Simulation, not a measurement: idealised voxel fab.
Herein follows the process module entitled voxel self aligned vias.
This is section cut - it's 275 nm across, gridded in 5 nm square cells.
Cross-section format: a grid of square cells, given as bands from top to bottom; each band is one or more rows of cells. Quick guide to a band line: top height, bottom height (nm) up front; then every material left to right with its width in nm. Only one material and it's marked "everywhere"? Then it fills the band edge to edge. And "empty" just means empty space. All heights in this document are referenced to 0, defined as the level beneath which the wafer, as received, consists entirely of one material. The lowest band is not bounded below; it extends indefinitely downward and is written in the form "z 0 and below". A width given as "30->40" starts at the first number in the band's top row and ends at the second number in its bottom row, shifting by an equal amount at every step from row to row. Take "no modification" at face value: in the step it is given for, the cross-section changed in none of its cells. Heads up: "Fully sealed cavities" only lists the empty pockets with no open path to the top that are 8 cells or more, and it writes them as width x height at distance, distance from the left edge, in nm. Step line, after settings: the simulator's comment on this step. "overlay nm" answers the question of how far to the right of plan the mask lay on a step that has a mask, and when it is negative the answer is to the left.

Here's what the planned process steps look like:
step 1: RECEIVE with material Si
step 2: CONFORMAL_DEP with material SiO2, thk nm 15
step 3: CONFORMAL_DEP with material SiCN, thk nm 5
step 4: DIRECTIONAL_DEP with material SiO2, thk nm 30
step 5: DIRECTIONAL_DEP with material aC, thk nm 15
step 6: PATTERN with tone open, mask id LINES, material resist, width nm 20, pitch nm 65, thk nm 35, overlay nm 0
step 7: DIRECTIONAL_ETCH with etch materials aC, depth nm 15
step 8: STRIP with etch materials resist
step 9: DIRECTIONAL_ETCH with etch materials SiO2, depth nm 30
step 10: STRIP with etch materials aC
step 11: CONFORMAL_DEP with material TiN, thk nm 5
step 12: FILL_DEP with material W, thk nm 5
step 13: CMP with height nm 50
step 14: SELECTIVE_ETCH with etch materials W Ru TiN, depth nm 5
step 15: FILL_DEP with material SiN, thk nm 10
step 16: CMP with height nm 50
step 17: DIRECTIONAL_DEP with material SiO2, thk nm 15
step 18: DIRECTIONAL_DEP with material aC, thk nm 15
step 19: PATTERN with tone open, mask id VIAS, material resist, width nm 40, pitch nm 130, thk nm 35, overlay nm 0
step 20: DIRECTIONAL_ETCH with etch materials aC, depth nm 15
step 21: STRIP with etch materials resist
step 22: DIRECTIONAL_ETCH with etch materials SiO2, depth nm 15
step 23: DIRECTIONAL_ETCH with etch materials SiN, depth nm 5
step 24: STRIP with etch materials aC
step 25: CONFORMAL_DEP with material TiN, thk nm 5
step 26: FILL_DEP with material Cu, thk nm 5
step 27: CMP with height nm 65
step 28: CONFORMAL_DEP with material SiCN, thk nm 5

Cross-section of the wafer as it came to us, i.e., already through step 1:
  z 0 and below | Si everywhere
  Fully sealed cavities: none

a wafer at the end: this start, this plan, one mistake:
  z 70 to 65 | SiCN everywhere
  z 65 to 55 | 50 SiO2 | 5 TiN | 30 Cu | 5 TiN | 90 SiO2 | 5 TiN | 30 Cu | 5 TiN | 55 SiO2
  z 55 to 50 | 50 SiO2 | 15 TiN | 10 Cu | 15 TiN | 90 SiO2 | 15 TiN | 10 Cu | 15 TiN | 55 SiO2
  z 50 to 45 | 60 SiO2 | 20 TiN | 45 SiO2 | 20 SiN | 45 SiO2 | 20 TiN | 65 SiO2
  z 45 to 35 | 60 SiO2 | 20 SiN | 45 SiO2 | 20 SiN | 45 SiO2 | 20 SiN | 65 SiO2
  z 35 to 25 | 60 SiO2 | 5 TiN | 10 W | 5 TiN | 45 SiO2 | 5 TiN | 10 W | 5 TiN | 45 SiO2 | 5 TiN | 10 W | 5 TiN | 65 SiO2
  z 25 to 20 | 60 SiO2 | 20 TiN | 45 SiO2 | 20 TiN | 45 SiO2 | 20 TiN | 65 SiO2
  z 20 to 15 | SiCN everywhere
  z 15 to 0 | SiO2 everywhere
  z 0 and below | Si everywhere
  Fully sealed cavities: none
what went wrong: step 14 was not run as planned; what actually ran was SELECTIVE_ETCH with etch materials W Ru TiN, depth nm 15
